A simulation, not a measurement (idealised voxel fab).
process module | voxel trench capacitor
cross-section cut | 265 nm wide | cells 5 nm
A cross-section is a grid of square cells, given in bands from the top down. A band is one or more rows of cells.
Each band's line starts with the height of the band's top and of its bottom, in nm. Then come its materials from left to right, each with its width in nm. One material with "throughout" fills the band from edge to edge. "air" is empty space.
Height 0 is the level under which the wafer as received is all one material. The lowest band goes on downwards, as in "0 down".
A width such as "30 to 40" changes by the same amount from each row of cells to the next, from the band's top row to its bottom row.
"no change" after a step means that no cell of the cross-section changed.
closed voids: empty space of 8 cells or more with no open way to the top, each as width x height at its distance from the left edge, in nm
after a step's settings: what the simulator itself notes on the step
overlay nm, on a step with a mask: how far to the right of its planned place the mask lay; to the left if negative
plan
1 op RECEIVE | material Si
2 op CONFORMAL_DEP | material SiN | thk nm 5
3 op DIRECTIONAL_DEP | material aC | thk nm 10
4 op PATTERN | tone open | mask id TRENCH | material resist | width nm 30 | pitch nm 60 | thk nm 30 | overlay nm 0
5 op DIRECTIONAL_ETCH | etch materials aC | depth nm 10
6 op STRIP | etch materials resist
7 op DIRECTIONAL_ETCH | etch materials SiN | depth nm 5
8 op DIRECTIONAL_ETCH | etch materials Si | depth nm 40
9 op STRIP | etch materials aC
10 op CONFORMAL_DEP | material HfO2 | thk nm 5
11 op CONFORMAL_DEP | material TiN | thk nm 5
12 op FILL_DEP | material W | thk nm 5
13 op CMP | height nm 5
first wafer, as planned
as received, after step 1
  0 down: Si throughout
  closed voids: none
after step 2
  5 to 0: SiN throughout
  below 0: unchanged
after step 3
  15 to 5: aC throughout
  below 5: unchanged
after step 4
  45 to 15: resist 85 | air 30 | resist 30 | air 30 | resist 90
  below 15: unchanged
after step 5
  35 to 15: resist 85 | air 30 | resist 30 | air 30 | resist 90
  15 to 5: aC 85 | air 30 | aC 30 | air 30 | aC 90
  below 5: unchanged
after step 6
  15 to 5: aC 85 | air 30 | aC 30 | air 30 | aC 90
  below 5: unchanged
after step 7
  15 to 5: aC 85 | air 30 | aC 30 | air 30 | aC 90
  5 to 0: SiN 85 | air 30 | SiN 30 | air 30 | SiN 90
  below 0: unchanged
after step 8
  15 to 5: aC 85 | air 30 | aC 30 | air 30 | aC 90
  5 to 0: SiN 85 | air 30 | SiN 30 | air 30 | SiN 90
  0 to -40: Si 85 | air 30 | Si 30 | air 30 | Si 90
  below -40: unchanged
after step 9
  5 to 0: SiN 85 | air 30 | SiN 30 | air 30 | SiN 90
  below 0: unchanged
after step 10
  10 to 5: HfO2 90 | air 20 | HfO2 40 | air 20 | HfO2 95
  5 to 0: SiN 85 | HfO2 5 | air 20 | HfO2 5 | SiN 30 | HfO2 5 | air 20 | HfO2 5 | SiN 90
  0 to -35: Si 85 | HfO2 5 | air 20 | HfO2 5 | Si 30 | HfO2 5 | air 20 | HfO2 5 | Si 90
  -35 to -40: Si 85 | HfO2 30 | Si 30 | HfO2 30 | Si 90
  below -40: unchanged
after step 11
  15 to 10: TiN 95 | air 10 | TiN 50 | air 10 | TiN 100
  10 to 5: HfO2 90 | TiN 5 | air 10 | TiN 5 | HfO2 40 | TiN 5 | air 10 | TiN 5 | HfO2 95
  5 to 0: SiN 85 | HfO2 5 | TiN 5 | air 10 | TiN 5 | HfO2 5 | SiN 30 | HfO2 5 | TiN 5 | air 10 | TiN 5 | HfO2 5 | SiN 90
  0 to -30: Si 85 | HfO2 5 | TiN 5 | air 10 | TiN 5 | HfO2 5 | Si 30 | HfO2 5 | TiN 5 | air 10 | TiN 5 | HfO2 5 | Si 90
  -30 to -35: Si 85 | HfO2 5 | TiN 20 | HfO2 5 | Si 30 | HfO2 5 | TiN 20 | HfO2 5 | Si 90
  below -35: unchanged
after step 12
  20 to 15: W throughout
  15 to 10: TiN 95 | W 10 | TiN 50 | W 10 | TiN 100
  10 to 5: HfO2 90 | TiN 5 | W 10 | TiN 5 | HfO2 40 | TiN 5 | W 10 | TiN 5 | HfO2 95
  5 to 0: SiN 85 | HfO2 5 | TiN 5 | W 10 | TiN 5 | HfO2 5 | SiN 30 | HfO2 5 | TiN 5 | W 10 | TiN 5 | HfO2 5 | SiN 90
  0 to -30: Si 85 | HfO2 5 | TiN 5 | W 10 | TiN 5 | HfO2 5 | Si 30 | HfO2 5 | TiN 5 | W 10 | TiN 5 | HfO2 5 | Si 90
  below -30: unchanged
after step 13
  5 to 0: SiN 85 | HfO2 5 | TiN 5 | W 10 | TiN 5 | HfO2 5 | SiN 30 | HfO2 5 | TiN 5 | W 10 | TiN 5 | HfO2 5 | SiN 90
  below 0: unchanged
second wafer: like start, like plan, one mistake. Through step 7 it matches the first wafer
when step 8 should have ended
  15 to 5: aC 85 | air 30 | aC 30 | air 30 | aC 90
  5 to 0: SiN 85 | air 30 | SiN 30 | air 30 | SiN 90
  0 to -80: Si 85 | air 30 | Si 30 | air 30 | Si 90
  below -80: unchanged
when step 9 should have ended
  5 to 0: SiN 85 | air 30 | SiN 30 | air 30 | SiN 90
  below 0: unchanged
when step 10 should have ended
  10 to 5: HfO2 90 | air 20 | HfO2 40 | air 20 | HfO2 95
  5 to 0: SiN 85 | HfO2 5 | air 20 | HfO2 5 | SiN 30 | HfO2 5 | air 20 | HfO2 5 | SiN 90
  0 to -75: Si 85 | HfO2 5 | air 20 | HfO2 5 | Si 30 | HfO2 5 | air 20 | HfO2 5 | Si 90
  -75 to -80: Si 85 | HfO2 30 | Si 30 | HfO2 30 | Si 90
  below -80: unchanged
when step 11 should have ended
  15 to 10: TiN 95 | air 10 | TiN 50 | air 10 | TiN 100
  10 to 5: HfO2 90 | TiN 5 | air 10 | TiN 5 | HfO2 40 | TiN 5 | air 10 | TiN 5 | HfO2 95
  5 to 0: SiN 85 | HfO2 5 | TiN 5 | air 10 | TiN 5 | HfO2 5 | SiN 30 | HfO2 5 | TiN 5 | air 10 | TiN 5 | HfO2 5 | SiN 90
  0 to -70: Si 85 | HfO2 5 | TiN 5 | air 10 | TiN 5 | HfO2 5 | Si 30 | HfO2 5 | TiN 5 | air 10 | TiN 5 | HfO2 5 | Si 90
  -70 to -75: Si 85 | HfO2 5 | TiN 20 | HfO2 5 | Si 30 | HfO2 5 | TiN 20 | HfO2 5 | Si 90
  below -75: unchanged
when step 12 should have ended
  20 to 15: W throughout
  15 to 10: TiN 95 | W 10 | TiN 50 | W 10 | TiN 100
  10 to 5: HfO2 90 | TiN 5 | W 10 | TiN 5 | HfO2 40 | TiN 5 | W 10 | TiN 5 | HfO2 95
  5 to 0: SiN 85 | HfO2 5 | TiN 5 | W 10 | TiN 5 | HfO2 5 | SiN 30 | HfO2 5 | TiN 5 | W 10 | TiN 5 | HfO2 5 | SiN 90
  0 to -70: Si 85 | HfO2 5 | TiN 5 | W 10 | TiN 5 | HfO2 5 | Si 30 | HfO2 5 | TiN 5 | W 10 | TiN 5 | HfO2 5 | Si 90
  below -70: unchanged
when step 13 should have ended
  5 to 0: SiN 85 | HfO2 5 | TiN 5 | W 10 | TiN 5 | HfO2 5 | SiN 30 | HfO2 5 | TiN 5 | W 10 | TiN 5 | HfO2 5 | SiN 90
  below 0: unchanged
what went wrong: step 8 was run twice
at the end the second wafer has, in cells: 32 more of HfO2 | 96 fewer of Si | 32 more of TiN | 32 more of W
